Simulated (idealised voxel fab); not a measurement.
This section sets out a process module, namely voxel double patterning.
Pictured: cross-section cut, 175 nm wide, on a grid of 5 nm square cells.
Notation: cross-section as square-cell grid; stated in bands, top first, going down; one or more cell rows per band. Each band's line starts with the height of the band's top and of its bottom, in nm. Then come its materials from left to right, each with its width in nm. One material with "edge to edge" fills the band from edge to edge. "empty" is empty space. The level at which height equals 0 is the one under which the wafer, as it arrives, is entirely one material. No lower edge exists for the bottom band, which continues downward and is notated as in "0 and below". The notation "30 to 40" denotes a width that varies across the rows of cells in the band, beginning at the first number in the top row, finishing at the second number in the bottom row, and changing by an identical amount from each row to the next. When a step is marked "left unchanged", none of the cells in the cross-section changed during that step. Basically, "Sealed void inventory" tells you about the enclosed voids: empty spaces with no open way to the top, 8 cells or bigger, each written width x height at distance, where distance is from the left edge, all in nm. Anything after a step's settings on that line? It's the simulator's own note about the step. overlay nm: step with mask; distance mask lay right of planned place; negative value = left of planned place.
Process steps (planned)
step 1: RECEIVE (material Si)
step 2: CONFORMAL_DEP (material SiN; thk nm 10)
step 3: DIRECTIONAL_DEP (material SiO2; thk nm 15)
step 4: DIRECTIONAL_DEP (material SiCN; thk nm 10)
step 5: DIRECTIONAL_DEP (material aC; thk nm 10)
step 6: PATTERN (tone open; mask id FIRST; material resist; width nm 15; pitch nm 50; thk nm 30; overlay nm 0)
step 7: DIRECTIONAL_ETCH (etch materials aC; depth nm 10)
step 8: STRIP (etch materials resist)
step 9: DIRECTIONAL_ETCH (etch materials SiCN; depth nm 10)
step 10: STRIP (etch materials aC)
step 11: MASKED_ETCH (tone open; mask id SECOND; width nm 15; pitch nm 50; etch materials SiCN; depth nm 10; overlay nm 0)
step 12: DIRECTIONAL_ETCH (etch materials SiO2; depth nm 15)
step 13: STRIP (etch materials SiCN)
Cross-section of the wafer as it came to us, i.e., already through step 1
0 and below: Si edge to edge
Sealed void inventory: none
Starting wafer: above. Plan: above. Run: one mistake. Cross-section after the module: below
25 down to 10: SiO2 30, then empty 15, then SiO2 10, then empty 15, then SiO2 10, then empty 15, then SiO2 10, then empty 15, then SiO2 10, then empty 15, then SiO2 30
10 down to 0: SiO2 edge to edge
0 and below: Si edge to edge
Sealed void inventory: none
Processing error: it should be noted that step 2 was executed with settings other than those planned, the operation and settings actually applied being CONFORMAL_DEP (material SiO2; thk nm 10)
